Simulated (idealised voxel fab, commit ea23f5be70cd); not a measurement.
Process module in this document: voxel ribs on slabs
The cross-section shown here is cut; it is 260 nm wide and divided into square cells measuring 5 nm on a side.
This document writes a cross-section as a grid whose cells are square, and gives it as bands, listed from the top down; one or more rows of cells form a band.
Basically the band line says how high the top is and how high the bottom is, in nm, and then what's in it from left to right, every material with its width in nm. Empty space shows up as "blank", and if a single material carries "edge to edge" it runs the full band edge to edge.
Below 0: as-received wafer, all one material; heights counted from there. Lowest band: no bottom, goes on down, written "z 0 and below".
The two numbers in a width such as "30 to 40" mark its ends across the band: the first belongs to the top row of cells, the second to the bottom row, and from each row to the next the width moves by the same amount.
For the purposes of this document, the phrase "no change" attached to a step denotes that no cell within the cross-section was modified by that step.
What "Closed void listing" gives you is every empty space of 8 cells or more that is cut off from the top. Each appears as width x height at distance, with the distance taken from the left edge and width, height and distance all in nm.
On a step's line, text after the settings is the simulator commenting on that step.
Among the settings permitted on a step's line is "overlay nm"; applied to a step with a mask, it specifies the extent to which the mask lay to the right of its planned position, whereas a negative figure signifies a position to the left.

### Process steps - plan
1: RECEIVE | material Si
2: DIRECTIONAL_DEP | material SiO2 | thk nm 20
3: DIRECTIONAL_DEP | material SiN | thk nm 15
4: DIRECTIONAL_DEP | material aC | thk nm 10
5: PATTERN | tone cover | mask id RIB | material resist | width nm 20 | thk nm 25 | overlay nm 0
6: DIRECTIONAL_ETCH | etch materials aC | depth nm 10
7: STRIP | etch materials resist
8: DIRECTIONAL_ETCH | etch materials SiN | depth nm 10
9: STRIP | etch materials aC
10: MASKED_ETCH | tone cover | mask id SLAB | width nm 70 | etch materials SiN | depth nm 5 | overlay nm 0
11: FILL_DEP | material SiO2 | thk nm 20
12: CMP | height nm 45
13: DIRECTIONAL_DEP | material TiN | thk nm 10
14: PATTERN | tone cover | mask id HEATER | material resist | width nm 30 | thk nm 15 | overlay nm 0
15: DIRECTIONAL_ETCH | etch materials TiN | depth nm 10
16: STRIP | etch materials resist
17: CONFORMAL_DEP | material SiO2 | thk nm 10

### Incoming wafer, cross-sectional view, post step 1
> z 0 and below  Si edge to edge
> Closed void listing: none

### Below is the wafer in cross-section after the module was completed. It began from the starting point shown above and followed the plan shown above, except that one mistake was made while running it
> z 65 to 55  blank 105; SiO2 50; blank 105
> z 55 to 45  SiO2 115; TiN 30; SiO2 115
> z 45 to 40  SiO2 95; SiN 70; SiO2 95
> z 40 to 0  SiO2 edge to edge
> z 0 and below  Si edge to edge
> Closed void listing: none
Processing error: step 2 was run twice
